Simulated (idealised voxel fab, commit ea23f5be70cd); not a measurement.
process module | voxel plated lines
cross-section cut | 285 nm wide | cells 5 nm
A cross-section is a grid of square cells, given in bands from the top down. A band is one or more rows of cells.
Each band's line starts with the height of the band's top and of its bottom, in nm. Then come its materials from left to right, each with its width in nm. One material with "throughout" fills the band from edge to edge. "air" is empty space.
Height 0 is the level under which the wafer as received is all one material. The lowest band goes on downwards, as in "0 down".
A width such as "30 to 40" changes by the same amount from each row of cells to the next, from the band's top row to its bottom row.
"no change" after a step means that no cell of the cross-section changed.
closed voids: empty space of 8 cells or more with no open way to the top, each as width x height at its distance from the left edge, in nm
after a step's settings: what the simulator itself notes on the step
overlay nm, on a step with a mask: how far to the right of its planned place the mask lay; to the left if negative
plan
1 op RECEIVE | material Si
2 op CONFORMAL_DEP | material Al2O3 | thk nm 5
3 op DIRECTIONAL_DEP | material TiN | thk nm 5
4 op PATTERN | tone open | mask id LINES | material resist | width nm 25 | pitch nm 55 | thk nm 25 | overlay nm 0
5 op EPI | material Ru | thk nm 10
6 op EPI | material Ru | thk nm 10
7 op STRIP | etch materials resist
8 op DIRECTIONAL_ETCH | etch materials TiN | depth nm 5
9 op CONFORMAL_DEP | material SiCN | thk nm 10
as received, after step 1
  0 down: Si throughout
  closed voids: none
first wafer at the end, as planned
  40 to 30: air 90 | SiCN 45 | air 10 | SiCN 45 | air 95
  30 to 15: air 90 | SiCN 10 | Ru 25 | SiCN 10 | air 10 | SiCN 10 | Ru 25 | SiCN 10 | air 95
  15 to 10: SiCN 100 | Ru 25 | SiCN 30 | Ru 25 | SiCN 105
  10 to 5: SiCN 100 | TiN 25 | SiCN 30 | TiN 25 | SiCN 105
  5 to 0: Al2O3 throughout
  0 down: Si throughout
  closed voids: none
second wafer at the end: like start, like plan, one mistake
  40 to 15: air 90 | Ru 45 | air 10 | Ru 45 | air 95
  15 to 10: Ru throughout
  10 to 5: Ru 100 | TiN 25 | Ru 30 | TiN 25 | Ru 105
  5 to 0: Al2O3 throughout
  0 down: Si throughout
  closed voids: none
what went wrong: step 9 ran as: op CONFORMAL_DEP | material Ru | thk nm 10
at the end the second wafer has, in cells: 154 more of Ru | 154 fewer of SiCN
